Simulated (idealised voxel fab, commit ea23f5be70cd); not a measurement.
process module | voxel capacitor over wiring
cross-section cut | 240 nm wide | cells 5 nm
A cross-section is a grid of square cells, given in bands from the top down. A band is one or more rows of cells.
Each band's line starts with the height of the band's top and of its bottom, in nm. Then come its materials from left to right, each with its width in nm. One material with "throughout" fills the band from edge to edge. "air" is empty space.
Height 0 is the level under which the wafer as received is all one material. The lowest band goes on downwards, as in "0 down".
A width such as "30 to 40" changes by the same amount from each row of cells to the next, from the band's top row to its bottom row.
"no change" after a step means that no cell of the cross-section changed.
closed voids: empty space of 8 cells or more with no open way to the top, each as width x height at its distance from the left edge, in nm
after a step's settings: what the simulator itself notes on the step
overlay nm, on a step with a mask: how far to the right of its planned place the mask lay; to the left if negative
plan
1 op RECEIVE | material Si
2 op CONFORMAL_DEP | material SiO2 | thk nm 10
3 op CONFORMAL_DEP | material SiCN | thk nm 5
4 op DIRECTIONAL_DEP | material SiO2 | thk nm 15
5 op DIRECTIONAL_DEP | material aC | thk nm 10
6 op PATTERN | tone open | mask id METAL_1 | material resist | width nm 20 | pitch nm 80 | thk nm 30 | overlay nm 0
7 op DIRECTIONAL_ETCH | etch materials aC | depth nm 10
8 op STRIP | etch materials resist
9 op DIRECTIONAL_ETCH | etch materials SiO2 | depth nm 15
10 op DIRECTIONAL_ETCH | etch materials SiCN | depth nm 5
11 op STRIP | etch materials aC
12 op CONFORMAL_DEP | material TiN | thk nm 5
13 op FILL_DEP | material W | thk nm 10
14 op CMP | height nm 30
15 op EPI | material Ru | thk nm 5
16 op FILL_DEP | material SiCN | thk nm 5
17 op DIRECTIONAL_DEP | material lowk | thk nm 15
18 op MASKED_ETCH | tone open | mask id PLUG_1 | width nm 15 | etch materials lowk | depth nm 15 | overlay nm 0
19 op MASKED_ETCH | tone open | mask id PLUG_1 | width nm 15 | etch materials SiCN | depth nm 5 | overlay nm 0
20 op CONFORMAL_DEP | material TiN | thk nm 5
21 op FILL_DEP | material Ru | thk nm 5
22 op CMP | height nm 55
23 op DIRECTIONAL_DEP | material TiN | thk nm 5
24 op DIRECTIONAL_DEP | material SiN | thk nm 5
25 op DIRECTIONAL_DEP | material TiN | thk nm 5
26 op MASKED_ETCH | tone cover | mask id UPPER_PLATE | width nm 65 | etch materials TiN | depth nm 5 | overlay nm 0
27 op MASKED_ETCH | tone cover | mask id UPPER_PLATE | width nm 65 | etch materials SiN | depth nm 5 | overlay nm 0
28 op DIRECTIONAL_DEP | material aC | thk nm 15
29 op PATTERN | tone cover | mask id LOWER_PLATE | material resist | width nm 75 | thk nm 30 | overlay nm 0
30 op DIRECTIONAL_ETCH | etch materials aC | depth nm 15
31 op STRIP | etch materials resist
32 op DIRECTIONAL_ETCH | etch materials TiN | depth nm 5
33 op STRIP | etch materials aC
34 op FILL_DEP | material SiO2 | thk nm 20
35 op CMP | height nm 85
36 op PATTERN | tone open | mask id PLUG_2 | material resist | width nm 15 | thk nm 15 | overlay nm 0
37 op DIRECTIONAL_ETCH | etch materials SiO2 | depth nm 15
38 op STRIP | etch materials resist
39 op CONFORMAL_DEP | material TiN | thk nm 5
40 op FILL_DEP | material Cu | thk nm 10
41 op CMP | height nm 85
42 op CONFORMAL_DEP | material SiCN | thk nm 5
as received, after step 1
  0 down: Si throughout
  closed voids: none
first wafer at the end, as planned
  90 to 85: SiCN throughout
  85 to 75: SiO2 85 | TiN 5 | Cu 5 | TiN 5 | SiO2 140
  75 to 65: SiO2 85 to 75 | TiN 15 to 65 | SiO2 140 to 100
  65 to 60: SiO2 75 | SiN 65 | SiO2 100
  60 to 55: SiO2 70 | TiN 75 | SiO2 95
  55 to 40: lowk 75 | TiN 5 | Ru 5 | TiN 5 | lowk 150
  40 to 35: SiCN 75 | TiN 15 | SiCN 150
  35 to 30: SiCN 65 | Ru 30 | SiCN 50 | Ru 30 | SiCN 65
  30 to 15: SiO2 70 | TiN 5 | W 10 | TiN 5 | SiO2 60 | TiN 5 | W 10 | TiN 5 | SiO2 70
  15 to 10: SiCN 70 | TiN 20 | SiCN 60 | TiN 20 | SiCN 70
  10 to 0: SiO2 throughout
  0 down: Si throughout
  closed voids: none
second wafer at the end: like start, like plan, one mistake
  90 to 85: SiCN throughout
  85 to 75: SiO2 75 | TiN 5 | Cu 5 | TiN 5 | SiO2 150
  75 to 65: SiO2 75 | TiN 15 to 65 | SiO2 150 to 100
  65 to 60: SiO2 75 | SiN 65 | SiO2 100
  60 to 55: SiO2 70 | TiN 75 | SiO2 95
  55 to 40: lowk 75 | TiN 5 | Ru 5 | TiN 5 | lowk 150
  40 to 35: SiCN 75 | TiN 15 | SiCN 150
  35 to 30: SiCN 65 | Ru 30 | SiCN 50 | Ru 30 | SiCN 65
  30 to 15: SiO2 70 | TiN 5 | W 10 | TiN 5 | SiO2 60 | TiN 5 | W 10 | TiN 5 | SiO2 70
  15 to 10: SiCN 70 | TiN 20 | SiCN 60 | TiN 20 | SiCN 70
  10 to 0: SiO2 throughout
  0 down: Si throughout
  closed voids: none
what went wrong: step 36 ran as: op PATTERN | tone open | mask id PLUG_2 | material resist | width nm 15 | thk nm 15 | overlay nm -10
at the end the second wafer has, in cells: as many of each material as the first, in other places
